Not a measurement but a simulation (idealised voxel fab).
The following process module bears the name voxel released beams.
160 nm wide, 5 nm square cells: that's cross-section cut.
Notation: cross-section as square-cell grid; stated in bands, top first, going down; one or more cell rows per band.
Band: top and bottom heights (nm) first, top before bottom; then materials from left to right, widths in nm. "all across" marks a sole material filling the band edge to edge. "empty" denotes empty space.
Below 0: as-received wafer, all one material; heights counted from there. Lowest band: no bottom, goes on down, written "0 nm and below".
With a width like "30 to 40", each row of cells in the band differs from the next by the same amount, the top row carrying the first number and the bottom row the second.
"no change occurred" (step): cross-section cells unchanged, all of them.
"Sealed internal voids" specifies each empty space that is not open to the top and that occupies no fewer than 8 cells, using the form width x height at distance, the distance measured from the left edge and all three quantities in nm.
If you see something after the settings on a step's line, that's the simulator's own remark about that step.
"overlay nm" answers the question of how far to the right of plan the mask lay on a step that has a mask, and when it is negative the answer is to the left.
[plan]
| 1 | RECEIVE (material Si) |
| 2 | CONFORMAL_DEP (material Al2O3; thk nm 10) |
| 3 | DIRECTIONAL_DEP (material SiO2; thk nm 20) |
| 4 | PATTERN (tone open; mask id ANCHOR; material resist; width nm 30; thk nm 15; overlay nm 0) |
| 5 | DIRECTIONAL_ETCH (etch materials SiO2; depth nm 20) |
| 6 | STRIP (etch materials resist) |
| 7 | CONFORMAL_DEP (material SiN; thk nm 10) |
| 8 | PATTERN (tone cover; mask id BEAM; material resist; width nm 115; thk nm 20; overlay nm 0) |
| 9 | DIRECTIONAL_ETCH (etch materials SiN; depth nm 10) |
| 10 | STRIP (etch materials resist) |
| 11 | STRIP (etch materials SiO2) |
[First of two wafers, with the run carried out as planned]
[As received (post step 1): cross-section]
0 nm and below = Si all across
Sealed internal voids: none
[Step 2 done - wafer cross-section]
10 nm to 0 nm = Al2O3 all across
Under 0: no change, same as before.
[Step 3 done - wafer cross-section]
30 nm to 10 nm = SiO2 all across
Under 10: no change, same as before.
[Step 4 done - wafer cross-section]
45 nm to 30 nm = resist (25)  empty (30)  resist (105)
Under 30: no change, same as before.
[Step 5 done - wafer cross-section]
45 nm to 30 nm = resist (25)  empty (30)  resist (105)
30 nm to 10 nm = SiO2 (25)  empty (30)  SiO2 (105)
Under 10: no change, same as before.
[Step 6 done - wafer cross-section]
30 nm to 10 nm = SiO2 (25)  empty (30)  SiO2 (105)
Under 10: no change, same as before.
[Step 7 done - wafer cross-section]
40 nm to 30 nm = SiN (35)  empty (10)  SiN (115)
30 nm to 20 nm = SiO2 (25)  SiN (10)  empty (10)  SiN (10)  SiO2 (105)
20 nm to 10 nm = SiO2 (25)  SiN (30)  SiO2 (105)
Under 10: no change, same as before.
[Step 8 done - wafer cross-section]
60 nm to 40 nm = empty (20)  resist (115)  empty (25)
40 nm to 30 nm = SiN (35)  resist (10)  SiN (115)
30 nm to 20 nm = SiO2 (25)  SiN (10)  resist (10)  SiN (10)  SiO2 (105)
Under 20: no change, same as before.
[Step 9 done - wafer cross-section]
60 nm to 40 nm = empty (20)  resist (115)  empty (25)
40 nm to 30 nm = empty (20)  SiN (15)  resist (10)  SiN (90)  empty (25)
Under 30: no change, same as before.
[Step 10 done - wafer cross-section]
40 nm to 30 nm = empty (20)  SiN (15)  empty (10)  SiN (90)  empty (25)
30 nm to 20 nm = SiO2 (25)  SiN (10)  empty (10)  SiN (10)  SiO2 (105)
Under 20: no change, same as before.
[Step 11 done - wafer cross-section]
40 nm to 30 nm = empty (20)  SiN (15)  empty (10)  SiN (90)  empty (25)
30 nm to 20 nm = empty (25)  SiN (10)  empty (10)  SiN (10)  empty (105)
20 nm to 10 nm = empty (25)  SiN (30)  empty (105)
Under 10: no change, same as before.
[Regarding the second of the two wafers: it shared the first wafer's starting condition and process plan, yet one error occurred during its execution. Its history coincides with that of the first wafer up to and including step 1]
[Look at the second wafer in cross-section at the time step 2 ought to have finished]
20 nm to 0 nm = SiO2 all across
Under 0: no change, same as before.
[Look at the second wafer in cross-section at the time step 3 ought to have finished]
30 nm to 20 nm = Al2O3 all across
Under 20: no change, same as before.
[Look at the second wafer in cross-section at the time step 4 ought to have finished]
45 nm to 30 nm = resist (25)  empty (30)  resist (105)
Under 30: no change, same as before.
Look at the second wafer in cross-section at the time step 5 ought to have finished: no change occurred
[Look at the second wafer in cross-section at the time step 6 ought to have finished]
30 nm to 20 nm = Al2O3 all across
Under 20: no change, same as before.
[Look at the second wafer in cross-section at the time step 7 ought to have finished]
40 nm to 30 nm = SiN all across
Under 30: no change, same as before.
[Look at the second wafer in cross-section at the time step 8 ought to have finished]
60 nm to 40 nm = empty (20)  resist (115)  empty (25)
Under 40: no change, same as before.
[Look at the second wafer in cross-section at the time step 9 ought to have finished]
60 nm to 40 nm = empty (20)  resist (115)  empty (25)
40 nm to 30 nm = empty (20)  SiN (115)  empty (25)
Under 30: no change, same as before.
[Look at the second wafer in cross-section at the time step 10 ought to have finished]
40 nm to 30 nm = empty (20)  SiN (115)  empty (25)
Under 30: no change, same as before.
Look at the second wafer in cross-section at the time step 11 ought to have finished: no change occurred
So what did we get wrong on this run? the run placed steps 2 and 3 each in the position the plan gave to the other
Per the end-of-run cell counts, the second wafer holds more or fewer of some materials than the first: SiN -16, SiO2 +128
